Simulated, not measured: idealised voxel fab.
Title: Process Module voxel spacer lines
We display cut, a cross-section 240 nm in width whose square cells are each 5 nm.
Notation: cross-section as square-cell grid; stated in bands, top first, going down; one or more cell rows per band. Heights first: top, then bottom, in nm. Then materials, left to right, each with a width in nm. "all across" on a single material: fills the band edge to edge. "empty": empty space. Heights are reckoned from 0. Under this level, the received wafer is all of one material. The bottommost band is open-ended downward, for example "from 0 down". A width given as "30->40" starts at the first number in the band's top row and ends at the second number in its bottom row, shifting by an equal amount at every step from row to row. Key: "everything unchanged" - step with no changed cell in the cross-section. "Voids lacking openings" specifies each empty space that is not open to the top and that occupies no fewer than 8 cells, using the form width x height at distance, the distance measured from the left edge and all three quantities in nm. If you see something after the settings on a step's line, that's the simulator's own remark about that step. overlay nm: on a step with a mask, how far right of its planned place the mask lay; negative means left.
STEPS IN THE PROCESS PLAN
step 1: RECEIVE (material Si)
step 2: CONFORMAL_DEP (material Al2O3; thk nm 5)
step 3: DIRECTIONAL_DEP (material polySi; thk nm 20)
step 4: DIRECTIONAL_DEP (material aC; thk nm 25)
step 5: PATTERN (tone cover; mask id MANDREL; material resist; width nm 15; pitch nm 50; thk nm 30; overlay nm 0)
step 6: DIRECTIONAL_ETCH (etch materials aC; depth nm 25)
step 7: STRIP (etch materials resist)
step 8: CONFORMAL_DEP (material SiO2; thk nm 10)
step 9: DIRECTIONAL_ETCH (etch materials SiO2; depth nm 10)
step 10: STRIP (etch materials aC)
step 11: DIRECTIONAL_ETCH (etch materials polySi; depth nm 20)
step 12: STRIP (etch materials SiO2)
step 13: FILL_DEP (material SiO2; thk nm 10)
step 14: CMP (height nm 25)
THE FIRST OF THE TWO WAFERS, WHICH RAN AS PLANNED
CROSS-SECTIONAL VIEW OF THE WAFER IN ITS AS-RECEIVED CONDITION, CORRESPONDING TO THE STATE AFTER STEP 1
    from 0 down = Si all across
    Voids lacking openings: none
CROSS-SECTION OF THE WAFER AFTER STEP 2
    from 5 to 0 = Al2O3 all across
    Rest of section, below 0: as before.
CROSS-SECTION OF THE WAFER AFTER STEP 3
    from 25 to 5 = polySi all across
    Rest of section, below 5: as before.
CROSS-SECTION OF THE WAFER AFTER STEP 4
    from 50 to 25 = aC all across
    Rest of section, below 25: as before.
CROSS-SECTION OF THE WAFER AFTER STEP 5
    from 80 to 50 = empty 60 nm, resist 15 nm, empty 35 nm, resist 15 nm, empty 35 nm, resist 15 nm, empty 65 nm
    Rest of section, below 50: as before.
CROSS-SECTION OF THE WAFER AFTER STEP 6
    from 55 to 50 = empty 60 nm, resist 15 nm, empty 35 nm, resist 15 nm, empty 35 nm, resist 15 nm, empty 65 nm
    from 50 to 25 = empty 60 nm, aC 15 nm, empty 35 nm, aC 15 nm, empty 35 nm, aC 15 nm, empty 65 nm
    Rest of section, below 25: as before.
CROSS-SECTION OF THE WAFER AFTER STEP 7
    from 50 to 25 = empty 60 nm, aC 15 nm, empty 35 nm, aC 15 nm, empty 35 nm, aC 15 nm, empty 65 nm
    Rest of section, below 25: as before.
CROSS-SECTION OF THE WAFER AFTER STEP 8
    from 60 to 50 = empty 50 nm, SiO2 35 nm, empty 15 nm, SiO2 35 nm, empty 15 nm, SiO2 35 nm, empty 55 nm
    from 50 to 35 = empty 50 nm, SiO2 10 nm, aC 15 nm, SiO2 10 nm, empty 15 nm, SiO2 10 nm, aC 15 nm, SiO2 10 nm, empty 15 nm, SiO2 10 nm, aC 15 nm, SiO2 10 nm, empty 55 nm
    from 35 to 25 = SiO2 60 nm, aC 15 nm, SiO2 35 nm, aC 15 nm, SiO2 35 nm, aC 15 nm, SiO2 65 nm
    Rest of section, below 25: as before.
CROSS-SECTION OF THE WAFER AFTER STEP 9
    from 50 to 25 = empty 50 nm, SiO2 10 nm, aC 15 nm, SiO2 10 nm, empty 15 nm, SiO2 10 nm, aC 15 nm, SiO2 10 nm, empty 15 nm, SiO2 10 nm, aC 15 nm, SiO2 10 nm, empty 55 nm
    Rest of section, below 25: as before.
CROSS-SECTION OF THE WAFER AFTER STEP 10
    from 50 to 25 = empty 50 nm, SiO2 10 nm, empty 15 nm, SiO2 10 nm, empty 15 nm, SiO2 10 nm, empty 15 nm, SiO2 10 nm, empty 15 nm, SiO2 10 nm, empty 15 nm, SiO2 10 nm, empty 55 nm
    Rest of section, below 25: as before.
CROSS-SECTION OF THE WAFER AFTER STEP 11
    from 50 to 25 = empty 50 nm, SiO2 10 nm, empty 15 nm, SiO2 10 nm, empty 15 nm, SiO2 10 nm, empty 15 nm, SiO2 10 nm, empty 15 nm, SiO2 10 nm, empty 15 nm, SiO2 10 nm, empty 55 nm
    from 25 to 5 = empty 50 nm, polySi 10 nm, empty 15 nm, polySi 10 nm, empty 15 nm, polySi 10 nm, empty 15 nm, polySi 10 nm, empty 15 nm, polySi 10 nm, empty 15 nm, polySi 10 nm, empty 55 nm
    Rest of section, below 5: as before.
CROSS-SECTION OF THE WAFER AFTER STEP 12
    from 25 to 5 = empty 50 nm, polySi 10 nm, empty 15 nm, polySi 10 nm, empty 15 nm, polySi 10 nm, empty 15 nm, polySi 10 nm, empty 15 nm, polySi 10 nm, empty 15 nm, polySi 10 nm, empty 55 nm
    Rest of section, below 5: as before.
CROSS-SECTION OF THE WAFER AFTER STEP 13
    from 35 to 25 = SiO2 all across
    from 25 to 5 = SiO2 50 nm, polySi 10 nm, SiO2 15 nm, polySi 10 nm, SiO2 15 nm, polySi 10 nm, SiO2 15 nm, polySi 10 nm, SiO2 15 nm, polySi 10 nm, SiO2 15 nm, polySi 10 nm, SiO2 55 nm
    Rest of section, below 5: as before.
CROSS-SECTION OF THE WAFER AFTER STEP 14
    from 25 to 5 = SiO2 50 nm, polySi 10 nm, SiO2 15 nm, polySi 10 nm, SiO2 15 nm, polySi 10 nm, SiO2 15 nm, polySi 10 nm, SiO2 15 nm, polySi 10 nm, SiO2 15 nm, polySi 10 nm, SiO2 55 nm
    Rest of section, below 5: as before.
WAFER TWO OF TWO - SAME STARTING POINT, SAME PROCESS PLAN, ONE MISTAKE IN EXECUTION; MATCHES WAFER ONE UP TO AND INCLUDING STEP 5
CROSS-SECTION OF THE SECOND WAFER AT THE TIME BY WHICH STEP 6 SHOULD HAVE BEEN COMPLETED ACCORDING TO THE PLAN
    from 30 to 25 = empty 60 nm, aC 15 nm, empty 35 nm, aC 15 nm, empty 35 nm, aC 15 nm, empty 65 nm
    Rest of section, below 25: as before.
Cross-section of the second wafer at the time by which step 7 should have been completed according to the plan: everything unchanged
CROSS-SECTION OF THE SECOND WAFER AT THE TIME BY WHICH STEP 8 SHOULD HAVE BEEN COMPLETED ACCORDING TO THE PLAN
    from 40 to 35 = empty 50 nm, SiO2 35 nm, empty 15 nm, SiO2 35 nm, empty 15 nm, SiO2 35 nm, empty 55 nm
    from 35 to 30 = SiO2 all across
    from 30 to 25 = SiO2 60 nm, aC 15 nm, SiO2 35 nm, aC 15 nm, SiO2 35 nm, aC 15 nm, SiO2 65 nm
    Rest of section, below 25: as before.
CROSS-SECTION OF THE SECOND WAFER AT THE TIME BY WHICH STEP 9 SHOULD HAVE BEEN COMPLETED ACCORDING TO THE PLAN
    from 30 to 25 = empty 50 nm, SiO2 10 nm, aC 15 nm, SiO2 10 nm, empty 15 nm, SiO2 10 nm, aC 15 nm, SiO2 10 nm, empty 15 nm, SiO2 10 nm, aC 15 nm, SiO2 10 nm, empty 55 nm
    Rest of section, below 25: as before.
CROSS-SECTION OF THE SECOND WAFER AT THE TIME BY WHICH STEP 10 SHOULD HAVE BEEN COMPLETED ACCORDING TO THE PLAN
    from 30 to 25 = empty 50 nm, SiO2 10 nm, empty 15 nm, SiO2 10 nm, empty 15 nm, SiO2 10 nm, empty 15 nm, SiO2 10 nm, empty 15 nm, SiO2 10 nm, empty 15 nm, SiO2 10 nm, empty 55 nm
    Rest of section, below 25: as before.
CROSS-SECTION OF THE SECOND WAFER AT THE TIME BY WHICH STEP 11 SHOULD HAVE BEEN COMPLETED ACCORDING TO THE PLAN
    from 30 to 25 = empty 50 nm, SiO2 10 nm, empty 15 nm, SiO2 10 nm, empty 15 nm, SiO2 10 nm, empty 15 nm, SiO2 10 nm, empty 15 nm, SiO2 10 nm, empty 15 nm, SiO2 10 nm, empty 55 nm
    from 25 to 5 = empty 50 nm, polySi 10 nm, empty 15 nm, polySi 10 nm, empty 15 nm, polySi 10 nm, empty 15 nm, polySi 10 nm, empty 15 nm, polySi 10 nm, empty 15 nm, polySi 10 nm, empty 55 nm
    Rest of section, below 5: as before.
CROSS-SECTION OF THE SECOND WAFER AT THE TIME BY WHICH STEP 12 SHOULD HAVE BEEN COMPLETED ACCORDING TO THE PLAN
    from 25 to 5 = empty 50 nm, polySi 10 nm, empty 15 nm, polySi 10 nm, empty 15 nm, polySi 10 nm, empty 15 nm, polySi 10 nm, empty 15 nm, polySi 10 nm, empty 15 nm, polySi 10 nm, empty 55 nm
    Rest of section, below 5: as before.
CROSS-SECTION OF THE SECOND WAFER AT THE TIME BY WHICH STEP 13 SHOULD HAVE BEEN COMPLETED ACCORDING TO THE PLAN
    from 35 to 25 = SiO2 all across
    from 25 to 5 = SiO2 50 nm, polySi 10 nm, SiO2 15 nm, polySi 10 nm, SiO2 15 nm, polySi 10 nm, SiO2 15 nm, polySi 10 nm, SiO2 15 nm, polySi 10 nm, SiO2 15 nm, polySi 10 nm, SiO2 55 nm
    Rest of section, below 5: as before.
CROSS-SECTION OF THE SECOND WAFER AT THE TIME BY WHICH STEP 14 SHOULD HAVE BEEN COMPLETED ACCORDING TO THE PLAN
    from 25 to 5 = SiO2 50 nm, polySi 10 nm, SiO2 15 nm, polySi 10 nm, SiO2 15 nm, polySi 10 nm, SiO2 15 nm, polySi 10 nm, SiO2 15 nm, polySi 10 nm, SiO2 15 nm, polySi 10 nm, SiO2 55 nm
    Rest of section, below 5: as before.
The plan and the run diverged here: step 6 from the plan got run twice
Honestly, by the end the two wafers have the same cross-section, so the mistake just doesn't show up in what this model computes.
